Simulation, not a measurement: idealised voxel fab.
Proc. module: voxel wiring stack
Section shown: cut. Width: 195 nm. Cell size: 5 nm, square.
If you're reading a cross-section in this doc, picture square cells in a grid; it comes to you as bands, top ones listed first down to the bottom, and a band can be one or more rows of cells. It is stipulated that each band's entry specify, in nanometres, the height of the top of the band and then that of its bottom, followed by the materials of the band in left-to-right sequence, each together with its width in nanometres. A single material marked by the word "everywhere" is understood to fill the band from edge to edge; the word "empty" is understood to denote empty space. Zero point of the height axis is 0; under it, received wafer = one material. Lowest band: continues down indefinitely, "z 0 and below". When a width is written as two numbers, as in "30 to 40", the first number is the width in the top row of cells of the band and the second is the width in its bottom row, and the width changes by the same amount from each row to the next. Where a step carries "no modification", the cross-section came out of it unchanged, cell for cell. Voids not open to the top, 8 cells minimum: see "Closed empty spaces". Written width x height at distance; distance is from the left edge; nm. Text after the settings on a step's line: the simulator's own remark on that step. overlay nm: how far to the right of its planned place the mask lay on this masked step (negative: to the left).

# The planned process steps are enumerated hereunder
1) op RECEIVE | material Si
2) op CONFORMAL_DEP | material SiO2 | thk nm 15
3) op CONFORMAL_DEP | material SiCN | thk nm 5
4) op DIRECTIONAL_DEP | material lowk | thk nm 20
5) op MASKED_ETCH | tone open | mask id METAL_1 | width nm 25 | pitch nm 40 | etch materials lowk | depth nm 20 | overlay nm 0
6) op MASKED_ETCH | tone open | mask id METAL_1 | width nm 25 | pitch nm 40 | etch materials SiCN | depth nm 5 | overlay nm 0
7) op CONFORMAL_DEP | material TiN | thk nm 5
8) op FILL_DEP | material Cu | thk nm 10
9) op CMP | height nm 40
10) op EPI | material Ru | thk nm 5
11) op FILL_DEP | material SiCN | thk nm 5
12) op DIRECTIONAL_DEP | material lowk | thk nm 25
13) op DIRECTIONAL_DEP | material aC | thk nm 15
14) op PATTERN | tone open | mask id METAL_2 | material resist | width nm 25 | pitch nm 40 | thk nm 35 | overlay nm 0
15) op DIRECTIONAL_ETCH | etch materials aC | depth nm 15
16) op STRIP | etch materials resist
17) op DIRECTIONAL_ETCH | etch materials lowk | depth nm 15
18) op STRIP | etch materials aC
19) op PATTERN | tone open | mask id METAL_2_HOLES | material resist | width nm 15 | pitch nm 40 | thk nm 20 | overlay nm 0
20) op DIRECTIONAL_ETCH | etch materials lowk | depth nm 10
21) op DIRECTIONAL_ETCH | etch materials SiCN | depth nm 5
22) op STRIP | etch materials resist
23) op CONFORMAL_DEP | material TiN | thk nm 5
24) op FILL_DEP | material Cu | thk nm 10
25) op CMP | height nm 75
26) op CONFORMAL_DEP | material SiCN | thk nm 5

# The cross-section here shows the wafer as received, i.e. in its state after step 1
* z 0 and below = Si everywhere
* Closed empty spaces: none

# Cross-section: first of two wafers, module finished, run according to plan
* z 80 to 75 = SiCN everywhere
* z 75 to 65 = lowk 65 nm  TiN 5 nm  Cu 15 nm  TiN 5 nm  lowk 15 nm  TiN 5 nm  Cu 15 nm  TiN 5 nm  lowk 65 nm
* z 65 to 60 = lowk 65 nm  TiN 5 nm  Cu 5 nm  TiN 15 nm  lowk 15 nm  TiN 5 nm  Cu 5 nm  TiN 15 nm  lowk 65 nm
* z 60 to 50 = lowk 65 nm  TiN 5 nm  Cu 5 nm  TiN 5 nm  lowk 25 nm  TiN 5 nm  Cu 5 nm  TiN 5 nm  lowk 75 nm
* z 50 to 45 = SiCN 65 nm  TiN 15 nm  SiCN 25 nm  TiN 15 nm  SiCN 75 nm
* z 45 to 40 = SiCN 60 nm  Ru 35 nm  SiCN 5 nm  Ru 35 nm  SiCN 60 nm
* z 40 to 20 = lowk 65 nm  TiN 5 nm  Cu 15 nm  TiN 5 nm  lowk 15 nm  TiN 5 nm  Cu 15 nm  TiN 5 nm  lowk 65 nm
* z 20 to 15 = SiCN 65 nm  TiN 25 nm  SiCN 15 nm  TiN 25 nm  SiCN 65 nm
* z 15 to 0 = SiO2 everywhere
* z 0 and below = Si everywhere
* Closed empty spaces: none

# The second wafer, shown in cross-section after the module: started the same way as the first and given the same plan, yet one mistake crept into how it was run
* z 80 to 75 = SiCN everywhere
* z 75 to 65 = lowk 65 nm  TiN 5 nm  Cu 15 nm  TiN 5 nm  lowk 15 nm  TiN 5 nm  Cu 15 nm  TiN 5 nm  lowk 65 nm
* z 65 to 60 = lowk 65 nm  TiN 5 nm  Cu 5 nm  TiN 15 nm  lowk 15 nm  TiN 5 nm  Cu 5 nm  TiN 15 nm  lowk 65 nm
* z 60 to 50 = lowk 65 nm  TiN 5 nm  Cu 5 nm  TiN 5 nm  lowk 25 nm  TiN 5 nm  Cu 5 nm  TiN 5 nm  lowk 75 nm
* z 50 to 45 = SiCN 65 nm  TiN 15 nm  SiCN 25 nm  TiN 15 nm  SiCN 75 nm
* z 45 to 40 = Ru everywhere
* z 40 to 35 = TiN 70 nm  Cu 15 nm  TiN 25 nm  Cu 15 nm  TiN 70 nm
* z 35 to 20 = lowk 65 nm  TiN 5 nm  Cu 15 nm  TiN 5 nm  lowk 15 nm  TiN 5 nm  Cu 15 nm  TiN 5 nm  lowk 65 nm
* z 20 to 15 = lowk 65 nm  TiN 25 nm  lowk 15 nm  TiN 25 nm  lowk 65 nm
* z 15 to 0 = SiO2 everywhere
* z 0 and below = Si everywhere
* Closed empty spaces: none
Here's what went sideways: execution of step 3 of the plan did not take place, the step having been omitted
Final difference in cells, second wafer against first, listed per material as more or fewer: +25 Ru | -54 SiCN | +29 TiN
